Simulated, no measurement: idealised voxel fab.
This is a process module. Its name is voxel wiring stack.
Cross-section cut spans 240 nm and uses square cells 5 nm in size.
If you're reading a cross-section in this doc, picture square cells in a grid; it comes to you as bands, top ones listed first down to the bottom, and a band can be one or more rows of cells. The band entry comprises the height of the band's top followed by the height of its bottom, expressed in nm, and subsequently the band's materials from left to right, each stated together with its width in nm. Where a single material is marked with the word "throughout", that material fills the band from edge to edge. The word "blank" represents empty space. For the purposes of this specification, 0 denotes the height below which the wafer in its as-received condition is composed wholly of one material, and the lowermost band, lacking a lower limit, extends downward without end, as expressed in "0 -> down". It should be noted that a width expressed as "30 to 40" varies in equal increments from row to row of cells within the band, taking the value of the first number at the top row and that of the second number at the bottom row. Reading "remained the same" for a step: not a cell of the cross-section changed in it. "Sealed internal cavities": sealed empty spaces, 8 cells or more, no open way to top, listed width x height at distance, with distance from the left edge and width, height and distance in nm. On each step's line, the part that comes after the settings is the simulator's own comment on the step. The "overlay nm" setting may appear on a step's line; for a step that uses a mask, it gives how far to the right of its planned position the mask lay, and a negative value indicates the left.
Planned process steps
1 RECEIVE: material Si
2 CONFORMAL_DEP: material SiO2, thk nm 5
3 CONFORMAL_DEP: material SiN, thk nm 5
4 DIRECTIONAL_DEP: material lowk, thk nm 15
5 DIRECTIONAL_DEP: material aC, thk nm 15
6 PATTERN: tone open, mask id METAL_1, material resist, width nm 30, pitch nm 45, thk nm 35, overlay nm 0
7 DIRECTIONAL_ETCH: etch materials aC, depth nm 15
8 STRIP: etch materials resist
9 DIRECTIONAL_ETCH: etch materials lowk, depth nm 15
10 DIRECTIONAL_ETCH: etch materials SiN, depth nm 5
11 STRIP: etch materials aC
12 CONFORMAL_DEP: material TiN, thk nm 5
13 FILL_DEP: material W, thk nm 10
14 CMP: height nm 30
15 EPI: material Ru, thk nm 5
16 FILL_DEP: material SiCN, thk nm 5
17 DIRECTIONAL_DEP: material SiO2, thk nm 10
18 DIRECTIONAL_DEP: material aC, thk nm 15
19 PATTERN: tone open, mask id PLUG_1, material resist, width nm 15, pitch nm 45, thk nm 30, overlay nm 0
20 DIRECTIONAL_ETCH: etch materials aC, depth nm 15
21 STRIP: etch materials resist
22 DIRECTIONAL_ETCH: etch materials SiO2, depth nm 10
23 DIRECTIONAL_ETCH: etch materials SiCN, depth nm 5
24 STRIP: etch materials aC
25 EPI: material Ru, thk nm 10
26 EPI: material Ru, thk nm 5
27 CONFORMAL_DEP: material SiN, thk nm 5
28 DIRECTIONAL_DEP: material lowk, thk nm 25
29 DIRECTIONAL_DEP: material aC, thk nm 10
30 PATTERN: tone open, mask id METAL_2, material resist, width nm 30, pitch nm 45, thk nm 25, overlay nm 0
31 DIRECTIONAL_ETCH: etch materials aC, depth nm 10
32 STRIP: etch materials resist
33 DIRECTIONAL_ETCH: etch materials lowk, depth nm 25
34 DIRECTIONAL_ETCH: etch materials SiN, depth nm 5
35 STRIP: etch materials aC
36 CONFORMAL_DEP: material TiN, thk nm 5
37 FILL_DEP: material W, thk nm 10
38 CMP: height nm 80
39 CONFORMAL_DEP: material SiCN, thk nm 5
The thk nm used in step 2 is not the same on every wafer, whereas the starting condition is; the value printed in the plan is the first wafer's.
Received wafers, first of several: cross-section after step 1
	0 -> down = Si throughout
	Sealed internal cavities: none
First of several wafers, sectioned at end of module (last step: step 39)
	85 -> 80 = SiCN throughout
	80 -> 55 = lowk 80 nm / TiN 5 nm / W 20 nm / TiN 5 nm / lowk 15 nm / TiN 5 nm / W 20 nm / TiN 5 nm / lowk 85 nm
	55 -> 50 = SiN 80 nm / TiN 30 nm / SiN 15 nm / TiN 30 nm / SiN 85 nm
	50 -> 40 = SiO2 80 nm / Ru 15 nm / SiO2 30 nm / Ru 15 nm / SiO2 100 nm
	40 -> 35 = SiCN 80 nm / Ru 15 nm / SiCN 30 nm / Ru 15 nm / SiCN 100 nm
	35 -> 30 = Ru throughout
	30 -> 25 = TiN 85 nm / W 20 nm / TiN 25 nm / W 20 nm / TiN 90 nm
	25 -> 10 = lowk 80 nm / TiN 5 nm / W 20 nm / TiN 5 nm / lowk 15 nm / TiN 5 nm / W 20 nm / TiN 5 nm / lowk 85 nm
	10 -> 5 = SiN 80 nm / TiN 30 nm / SiN 15 nm / TiN 30 nm / SiN 85 nm
	5 -> 0 = SiO2 throughout
	0 -> down = Si throughout
	Sealed internal cavities: none
So this is the cross-section on the last wafer at the end of the module
	85 -> 80 = SiCN throughout
	80 -> 55 = lowk 80 nm / TiN 5 nm / W 20 nm / TiN 5 nm / lowk 15 nm / TiN 5 nm / W 20 nm / TiN 5 nm / lowk 85 nm
	55 -> 50 = SiN 80 nm / TiN 30 nm / SiN 15 nm / TiN 30 nm / SiN 85 nm
	50 -> 40 = SiO2 80 nm / Ru 15 nm / SiO2 30 nm / Ru 15 nm / SiO2 100 nm
	40 -> 30 = SiCN 80 to 75 nm / Ru 15 to 40 nm / SiCN 30 to 5 nm / Ru 15 to 40 nm / SiCN 100 to 80 nm
	30 -> 25 = SiN 80 nm / TiN 30 nm / SiN 15 nm / TiN 30 nm / SiN 85 nm
	25 -> 0 = SiO2 throughout
	0 -> down = Si throughout
	Sealed internal cavities: none
The table below has one row for each wafer; a row shows, as of the end of the module, how many cells of each material the wafer has gained, marked (+), or lost, marked (-), since it was received, and then the wafer's closed voids
thk nm 5 | +66 Ru | +90 SiCN | +72 SiN | +132 SiO2 | +96 TiN | +72 W | +288 lowk | Sealed internal cavities: none
thk nm 10 | +34 Ru | +122 SiCN | +72 SiN | +180 SiO2 | +56 TiN | +64 W | +288 lowk | Sealed internal cavities: none
thk nm 15 | +34 Ru | +122 SiCN | +72 SiN | +228 SiO2 | +52 TiN | +56 W | +252 lowk | Sealed internal cavities: none
thk nm 20 | +34 Ru | +122 SiCN | +72 SiN | +276 SiO2 | +48 TiN | +48 W | +216 lowk | Sealed internal cavities: none
thk nm 25 | +34 Ru | +122 SiCN | +72 SiN | +324 SiO2 | +44 TiN | +40 W | +180 lowk | Sealed internal cavities: none
